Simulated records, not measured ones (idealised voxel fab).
process module | voxel self aligned contacts
cross-section cut | 280 nm wide | cells 5 nm
A cross-section is a grid of square cells, given in bands from the top down. A band is one or more rows of cells.
Each band's line starts with the height of the band's top and of its bottom, in nm. Then come its materials from left to right, each with its width in nm. One material with "throughout" fills the band from edge to edge. "air" is empty space.
Height 0 is the level under which the wafer as received is all one material. The lowest band goes on downwards, as in "0 down".
A width such as "30 to 40" changes by the same amount from each row of cells to the next, from the band's top row to its bottom row.
"no change" after a step means that no cell of the cross-section changed.
closed voids: empty space of 8 cells or more with no open way to the top, each as width x height at its distance from the left edge, in nm
after a step's settings: what the simulator itself notes on the step
overlay nm, on a step with a mask: how far to the right of its planned place the mask lay; to the left if negative
plan
1 op RECEIVE | material Si
2 op CONFORMAL_DEP | material SiO2 | thk nm 5
3 op DIRECTIONAL_DEP | material polySi | thk nm 30
4 op DIRECTIONAL_DEP | material SiN | thk nm 15
5 op MASKED_ETCH | tone cover | mask id GATE | width nm 25 | pitch nm 60 | etch materials SiN | depth nm 15 | overlay nm 0
6 op MASKED_ETCH | tone cover | mask id GATE | width nm 25 | pitch nm 60 | etch materials polySi | depth nm 30 | overlay nm 0
7 op CONFORMAL_DEP | material SiN | thk nm 5
8 op DIRECTIONAL_ETCH | etch materials SiN | depth nm 5
9 op FILL_DEP | material SiO2 | thk nm 20
10 op CMP | height nm 60
11 op PATTERN | tone open | mask id CONTACT | material resist | width nm 45 | thk nm 15 | overlay nm 0
12 op DIRECTIONAL_ETCH | etch materials SiO2 | depth nm 60
13 op STRIP | etch materials resist
14 op CONFORMAL_DEP | material TiN | thk nm 5
15 op FILL_DEP | material Ru | thk nm 5
16 op CMP | height nm 60
17 op CONFORMAL_DEP | material SiN | thk nm 5
first wafer, as planned
as received, after step 1
  0 down: Si throughout
  closed voids: none
after step 2
  5 to 0: SiO2 throughout
  below 0: unchanged
after step 3
  35 to 5: polySi throughout
  below 5: unchanged
after step 4
  50 to 35: SiN throughout
  below 35: unchanged
after step 5
  50 to 35: air 95 | SiN 25 | air 35 | SiN 25 | air 100
  below 35: unchanged
after step 6
  50 to 35: air 95 | SiN 25 | air 35 | SiN 25 | air 100
  35 to 5: air 95 | polySi 25 | air 35 | polySi 25 | air 100
  below 5: unchanged
after step 7
  55 to 35: air 90 | SiN 35 | air 25 | SiN 35 | air 95
  35 to 10: air 90 | SiN 5 | polySi 25 | SiN 5 | air 25 | SiN 5 | polySi 25 | SiN 5 | air 95
  10 to 5: SiN 95 | polySi 25 | SiN 35 | polySi 25 | SiN 100
  below 5: unchanged
after step 8
  50 to 35: air 90 | SiN 35 | air 25 | SiN 35 | air 95
  35 to 5: air 90 | SiN 5 | polySi 25 | SiN 5 | air 25 | SiN 5 | polySi 25 | SiN 5 | air 95
  below 5: unchanged
after step 9
  70 to 50: SiO2 throughout
  50 to 35: SiO2 90 | SiN 35 | SiO2 25 | SiN 35 | SiO2 95
  35 to 5: SiO2 90 | SiN 5 | polySi 25 | SiN 5 | SiO2 25 | SiN 5 | polySi 25 | SiN 5 | SiO2 95
  below 5: unchanged
after step 10
  60 to 50: SiO2 throughout
  below 50: unchanged
after step 11
  75 to 60: resist 115 | air 45 | resist 120
  below 60: unchanged
after step 12
  75 to 60: resist 115 | air 45 | resist 120
  60 to 50: SiO2 115 | air 45 | SiO2 120
  50 to 35: SiO2 90 | SiN 35 | air 25 | SiN 35 | SiO2 95
  35 to 5: SiO2 90 | SiN 5 | polySi 25 | SiN 5 | air 25 | SiN 5 | polySi 25 | SiN 5 | SiO2 95
  5 to 0: SiO2 125 | air 25 | SiO2 130
  below 0: unchanged
after step 13
  60 to 50: SiO2 115 | air 45 | SiO2 120
  below 50: unchanged
after step 14
  65 to 60: TiN 120 | air 35 | TiN 125
  60 to 50: SiO2 115 | TiN 5 to 15 | air 35 to 15 | TiN 5 to 15 | SiO2 120
  50 to 35: SiO2 90 | SiN 35 | TiN 5 | air 15 | TiN 5 | SiN 35 | SiO2 95
  35 to 5: SiO2 90 | SiN 5 | polySi 25 | SiN 5 | TiN 5 | air 15 | TiN 5 | SiN 5 | polySi 25 | SiN 5 | SiO2 95
  5 to 0: SiO2 125 | TiN 25 | SiO2 130
  below 0: unchanged
after step 15
  70 to 65: Ru throughout
  65 to 60: TiN 120 | Ru 35 | TiN 125
  60 to 50: SiO2 115 | TiN 5 to 15 | Ru 35 to 15 | TiN 5 to 15 | SiO2 120
  50 to 35: SiO2 90 | SiN 35 | TiN 5 | Ru 15 | TiN 5 | SiN 35 | SiO2 95
  35 to 5: SiO2 90 | SiN 5 | polySi 25 | SiN 5 | TiN 5 | Ru 15 | TiN 5 | SiN 5 | polySi 25 | SiN 5 | SiO2 95
  below 5: unchanged
after step 16
  60 to 50: SiO2 115 | TiN 5 to 15 | Ru 35 to 15 | TiN 5 to 15 | SiO2 120
  below 50: unchanged
after step 17
  65 to 60: SiN throughout
  below 60: unchanged
second wafer: like start, like plan, one mistake. Through step 2 it matches the first wafer
when step 3 should have ended
  45 to 5: polySi throughout
  below 5: unchanged
when step 4 should have ended
  60 to 45: SiN throughout
  below 45: unchanged
when step 5 should have ended
  60 to 45: air 95 | SiN 25 | air 35 | SiN 25 | air 100
  below 45: unchanged
when step 6 should have ended
  60 to 45: air 95 | SiN 25 | air 35 | SiN 25 | air 100
  45 to 15: air 95 | polySi 25 | air 35 | polySi 25 | air 100
  below 15: unchanged
when step 7 should have ended
  65 to 45: air 90 | SiN 35 | air 25 | SiN 35 | air 95
  45 to 20: air 90 | SiN 5 | polySi 25 | SiN 5 | air 25 | SiN 5 | polySi 25 | SiN 5 | air 95
  20 to 15: SiN 95 | polySi 25 | SiN 35 | polySi 25 | SiN 100
  below 15: unchanged
when step 8 should have ended
  60 to 45: air 90 | SiN 35 | air 25 | SiN 35 | air 95
  45 to 15: air 90 | SiN 5 | polySi 25 | SiN 5 | air 25 | SiN 5 | polySi 25 | SiN 5 | air 95
  below 15: unchanged
when step 9 should have ended
  80 to 60: SiO2 throughout
  60 to 45: SiO2 90 | SiN 35 | SiO2 25 | SiN 35 | SiO2 95
  45 to 15: SiO2 90 | SiN 5 | polySi 25 | SiN 5 | SiO2 25 | SiN 5 | polySi 25 | SiN 5 | SiO2 95
  below 15: unchanged
when step 10 should have ended
  60 to 45: SiO2 90 | SiN 35 | SiO2 25 | SiN 35 | SiO2 95
  below 45: unchanged
when step 11 should have ended
  75 to 60: resist 115 | air 45 | resist 120
  below 60: unchanged
when step 12 should have ended
  75 to 60: resist 115 | air 45 | resist 120
  60 to 45: SiO2 90 | SiN 35 | air 25 | SiN 35 | SiO2 95
  45 to 15: SiO2 90 | SiN 5 | polySi 25 | SiN 5 | air 25 | SiN 5 | polySi 25 | SiN 5 | SiO2 95
  below 15: unchanged
when step 13 should have ended
  60 to 45: SiO2 90 | SiN 35 | air 25 | SiN 35 | SiO2 95
  below 45: unchanged
when step 14 should have ended
  65 to 60: TiN 130 | air 15 | TiN 135
  60 to 45: SiO2 90 | SiN 35 | TiN 5 | air 15 | TiN 5 | SiN 35 | SiO2 95
  45 to 20: SiO2 90 | SiN 5 | polySi 25 | SiN 5 | TiN 5 | air 15 | TiN 5 | SiN 5 | polySi 25 | SiN 5 | SiO2 95
  20 to 15: SiO2 90 | SiN 5 | polySi 25 | SiN 5 | TiN 25 | SiN 5 | polySi 25 | SiN 5 | SiO2 95
  below 15: unchanged
when step 15 should have ended
  70 to 65: Ru throughout
  65 to 60: TiN 130 | Ru 15 | TiN 135
  60 to 45: SiO2 90 | SiN 35 | TiN 5 | Ru 15 | TiN 5 | SiN 35 | SiO2 95
  45 to 20: SiO2 90 | SiN 5 | polySi 25 | SiN 5 | TiN 5 | Ru 15 | TiN 5 | SiN 5 | polySi 25 | SiN 5 | SiO2 95
  below 20: unchanged
when step 16 should have ended
  60 to 45: SiO2 90 | SiN 35 | TiN 5 | Ru 15 | TiN 5 | SiN 35 | SiO2 95
  below 45: unchanged
when step 17 should have ended
  65 to 60: SiN throughout
  below 60: unchanged
what went wrong: step 3 ran as: op DIRECTIONAL_DEP | material polySi | thk nm 40
at the end the second wafer has, in cells: 13 fewer of Ru | 89 fewer of SiO2 | 10 fewer of TiN | 112 more of polySi
